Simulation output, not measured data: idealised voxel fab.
This section sets out a process module, namely voxel transistor to metal.
Cross-sectional view cut (width: 295 nm; square cell size: 5 nm).
Throughout this document, each cross-section is represented as a grid of square cells and is presented as a sequence of bands enumerated from the top downward, where a band comprises one or more rows of cells.
This entry defines a band. It first specifies the height of the band's top and the height of its bottom in nm, and then specifies the band's materials from left to right, stating each material with its width in nm. The word "full width" identifies a single material that fills the band from edge to edge, while the word "empty" identifies empty space.
Height is counted from the level 0, under which the received wafer is composed throughout of one material. The lowest of the bands is not closed at the bottom but continues downward, in the notation "z 0 and below".
You'd read "30..40" like this: the band's top row of cells is as wide as the first number, its bottom row is as wide as the second, and going down, every row changes width by the same amount as the row before did.
For the purposes of this document, the phrase "same as before" attached to a step denotes that no cell within the cross-section was modified by that step.
"Unvented internal voids" - sealed voids, min. 8 cells, no opening to top; format: width x height at distance (distance from left edge; nm throughout).
Formally, on a step line, whatever follows the settings is a remark that the simulator itself makes on the step.
overlay nm, on a step with a mask: how far to the right of its planned place the mask lay; to the left if negative
### Intended process steps
1,op RECEIVE | material Si
2,op OXIDIZE | depth nm 5
3,op CONFORMAL_DEP | material SiN | thk nm 10
4,op MASKED_ETCH | tone cover | mask id ACTIVE | width nm 90 | pitch nm 110 | etch materials SiN | depth nm 10 | overlay nm 0
5,op MASKED_ETCH | tone cover | mask id ACTIVE | width nm 90 | pitch nm 110 | etch materials SiO2 | depth nm 5 | overlay nm 0
6,op MASKED_ETCH | tone cover | mask id ACTIVE | width nm 90 | pitch nm 110 | etch materials Si | depth nm 25 | overlay nm 0
7,op FILL_DEP | material SiO2 | thk nm 15
8,op CMP | height nm 10
9,op SELECTIVE_ETCH | etch materials SiO2 | depth nm 10
10,op STRIP | etch materials SiN
11,op SELECTIVE_ETCH | etch materials SiO2 | depth nm 5
12,op OXIDIZE | depth nm 5
13,op DIRECTIONAL_DEP | material polySi | thk nm 25
14,op DIRECTIONAL_DEP | material SiCN | thk nm 10
15,op MASKED_ETCH | tone cover | mask id GATE | width nm 20 | pitch nm 110 | etch materials SiCN | depth nm 20 | overlay nm 0
16,op MASKED_ETCH | tone cover | mask id GATE | width nm 20 | pitch nm 110 | etch materials polySi | depth nm 35 | overlay nm 0
17,op CONFORMAL_DEP | material SiO2 | thk nm 5
18,op DIRECTIONAL_ETCH | etch materials SiO2 | depth nm 5
19,op CONFORMAL_DEP | material SiN | thk nm 10
20,op DIRECTIONAL_ETCH | etch materials SiN | depth nm 10
21,op DIRECTIONAL_ETCH | etch materials SiO2 | depth nm 5
22,op DIRECTIONAL_ETCH | etch materials Si | depth nm 5
23,op EPI | material SiGe | thk nm 10
24,op FILL_DEP | material SiO2 | thk nm 5
25,op CMP | height nm 30
26,op DIRECTIONAL_DEP | material SiO2 | thk nm 10
27,op PATTERN | tone open | mask id CONTACT | material resist | width nm 15 | thk nm 20 | overlay nm 0
28,op DIRECTIONAL_ETCH | etch materials SiO2 | depth nm 45
29,op STRIP | etch materials resist
30,op CONFORMAL_DEP | material TiN | thk nm 5
31,op FILL_DEP | material W | thk nm 5
32,op CMP | height nm 40
33,op DIRECTIONAL_DEP | material TiN | thk nm 5
34,op DIRECTIONAL_DEP | material Ru | thk nm 25
35,op MASKED_ETCH | tone cover | mask id METAL_1 | width nm 15 | etch materials Ru | depth nm 25 | overlay nm 0
36,op MASKED_ETCH | tone cover | mask id METAL_1 | width nm 15 | etch materials TiN | depth nm 5 | overlay nm 0
37,op FILL_DEP | material SiO2 | thk nm 5
38,op CMP | height nm 70
39,op CONFORMAL_DEP | material SiCN | thk nm 5
40,op DIRECTIONAL_DEP | material SiO2 | thk nm 30
41,op DIRECTIONAL_DEP | material aC | thk nm 10
42,op PATTERN | tone open | mask id METAL_2 | material resist | width nm 15 | pitch nm 110 | thk nm 25 | overlay nm 0
43,op DIRECTIONAL_ETCH | etch materials aC | depth nm 10
44,op STRIP | etch materials resist
45,op DIRECTIONAL_ETCH | etch materials SiO2 | depth nm 15
46,op STRIP | etch materials aC
47,op MASKED_ETCH | tone open | mask id METAL_2_HOLES | width nm 15 | pitch nm 110 | etch materials SiO2 | depth nm 15 | overlay nm 0
48,op MASKED_ETCH | tone open | mask id METAL_2_HOLES | width nm 15 | pitch nm 110 | etch materials SiCN | depth nm 5 | overlay nm 0
49,op CONFORMAL_DEP | material TiN | thk nm 5
50,op FILL_DEP | material Ru | thk nm 10
51,op CMP | height nm 105
52,op CONFORMAL_DEP | material SiN | thk nm 5
Across this set of wafers, the varied parameter is the width nm of step 36. Starting conditions are identical for every wafer, and the plan reports the value assigned to the first wafer.
### Cross-section, first of several wafers, as delivered after step 1
	z 0 and below | Si full width
	Unvented internal voids: none
### The following table contains a row per wafer, in which are reported, at the conclusion of the module, the cells of each material gained (+) or lost (-) since the wafer's receipt, with its closed voids given thereafter
width nm 15, +72 Ru, -226 Si, +69 SiCN, +44 SiGe, +115 SiN, +1042 SiO2, +114 TiN, +28 W, +40 polySi, Unvented internal voids: none
width nm 20, +72 Ru, -226 Si, +69 SiCN, +44 SiGe, +115 SiN, +1038 SiO2, +118 TiN, +28 W, +40 polySi, Unvented internal voids: none
width nm 25, +72 Ru, -226 Si, +69 SiCN, +44 SiGe, +115 SiN, +1034 SiO2, +122 TiN, +28 W, +40 polySi, Unvented internal voids: none
width nm 30, +72 Ru, -226 Si, +69 SiCN, +44 SiGe, +115 SiN, +1030 SiO2, +126 TiN, +28 W, +40 polySi, Unvented internal voids: none
